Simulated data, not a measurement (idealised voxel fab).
process module | voxel local oxidation
cross-section cut | 260 nm wide | cells 5 nm
A cross-section is a grid of square cells, given in bands from the top down. A band is one or more rows of cells.
Each band's line starts with the height of the band's top and of its bottom, in nm. Then come its materials from left to right, each with its width in nm. One material with "throughout" fills the band from edge to edge. "air" is empty space.
Height 0 is the level under which the wafer as received is all one material. The lowest band goes on downwards, as in "0 down".
A width such as "30 to 40" changes by the same amount from each row of cells to the next, from the band's top row to its bottom row.
"no change" after a step means that no cell of the cross-section changed.
closed voids: empty space of 8 cells or more with no open way to the top, each as width x height at its distance from the left edge, in nm
after a step's settings: what the simulator itself notes on the step
overlay nm, on a step with a mask: how far to the right of its planned place the mask lay; to the left if negative
plan
1 op RECEIVE | material Si
2 op CONFORMAL_DEP | material SiO2 | thk nm 5
3 op CONFORMAL_DEP | material SiN | thk nm 10
4 op PATTERN | tone cover | mask id ACTIVE | material resist | width nm 105 | pitch nm 125 | thk nm 20 | overlay nm 0
5 op DIRECTIONAL_ETCH | etch materials SiN | depth nm 10
6 op STRIP | etch materials resist
7 op SELECTIVE_ETCH | etch materials SiO2 | depth nm 5
8 op OXIDIZE | depth nm 15
9 op STRIP | etch materials SiN
first wafer, as planned
as received, after step 1
  0 down: Si throughout
  closed voids: none
after step 2
  5 to 0: SiO2 throughout
  below 0: unchanged
after step 3
  15 to 5: SiN throughout
  below 5: unchanged
after step 4
  35 to 15: air 15 | resist 105 | air 20 | resist 105 | air 15
  below 15: unchanged
after step 5
  35 to 15: air 15 | resist 105 | air 20 | resist 105 | air 15
  15 to 5: air 15 | SiN 105 | air 20 | SiN 105 | air 15
  below 5: unchanged
after step 6
  15 to 5: air 15 | SiN 105 | air 20 | SiN 105 | air 15
  below 5: unchanged
after step 7
  15 to 5: air 15 | SiN 105 | air 20 | SiN 105 | air 15
  5 to 0: air 20 | SiO2 95 | air 30 | SiO2 95 | air 20
  below 0: unchanged
after step 8
  15 to 5: air 15 | SiN 105 | air 20 | SiN 105 | air 15
  5 to 0: air 20 | SiO2 95 | air 30 | SiO2 95 | air 20
  0 to -15: SiO2 35 | Si 65 | SiO2 60 | Si 65 | SiO2 35
  below -15: unchanged
after step 9
  5 to 0: air 20 | SiO2 95 | air 30 | SiO2 95 | air 20
  below 0: unchanged
second wafer: like start, like plan, one mistake. Through step 8 it matches the first wafer
when step 9 should have ended
  0 to -15: air 35 | Si 65 | air 60 | Si 65 | air 35
  below -15: unchanged
what went wrong: step 9 ran as: op STRIP | etch materials SiO2
at the end the second wafer has, in cells: 116 fewer of SiO2
